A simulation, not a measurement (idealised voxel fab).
Process module, titled voxel released beams
The cross-section shown here is cut; it is 220 nm wide and divided into square cells measuring 5 nm on a side.
We lay out every cross-section as a grid of square cells and spell it out in bands from the top down, where one band means one or more rows of cells.
Per band: top height and bottom height in nm, followed by the left-to-right materials and their widths in nm; "throughout" marks a single material spanning edge to edge, "air" marks empty space.
Convention: height 0 is the level below which the wafer, as received, is all one material. The lowest band does not terminate at the bottom but continues downward, represented as "0..down".
Note: "30..40" means the width goes from the first number (top row of the band) to the second number (bottom row) in equal steps per row of cells.
Basically "nothing got changed" means that step didn't change any cell in the cross-section.
Listed in "Sealed-off cavities": every empty space of 8 or more cells without an open way to the top. Form: width x height at distance, the distance being from the left edge, all in nm.
Post-settings text on a step line: simulator's own remark regarding the step.
If you see "overlay nm" on a step's line and that step has a mask, it's telling you how far right of where it was planned the mask ended up; a negative number means it went left instead.
Planned step list for the process:
1 RECEIVE: material Si
2 CONFORMAL_DEP: material SiN, thk nm 5
3 DIRECTIONAL_DEP: material SiO2, thk nm 15
4 PATTERN: tone open, mask id ANCHOR, material resist, width nm 35, thk nm 20, overlay nm 0
5 DIRECTIONAL_ETCH: etch materials SiO2, depth nm 15
6 STRIP: etch materials resist
7 CONFORMAL_DEP: material TiN, thk nm 10
8 MASKED_ETCH: tone cover, mask id BEAM, width nm 105, etch materials TiN, depth nm 10, overlay nm 0
9 STRIP: etch materials SiO2
Cross-section of the incoming wafer, state after step 1:
    0..down  Si throughout
    Sealed-off cavities: none
The first of the two wafers as seen in cross-section once the module was finished; processing followed the plan:
    30..20  air: 55 | TiN: 15 | air: 15 | TiN: 75 | air: 60
    20..15  air: 60 | TiN: 10 | air: 15 | TiN: 10 | air: 125
    15..5  air: 60 | TiN: 35 | air: 125
    5..0  SiN throughout
    0..down  Si throughout
    Sealed-off cavities: none
Cross-sectional view: second of two wafers, end of module; start and plan identical to the first, one mistake in running:
    20..5  air: 60 | TiN: 10 | air: 15 | TiN: 10 | air: 125
    5..0  SiN throughout
    0..down  Si throughout
    Sealed-off cavities: none
What was the processing mistake? step 8 ran as: MASKED_ETCH: tone open, mask id BEAM, width nm 105, etch materials TiN, depth nm 10, overlay nm 0
Heads up, by the end the second wafer has more or fewer cells of some materials compared to the first: TiN: 42 fewer
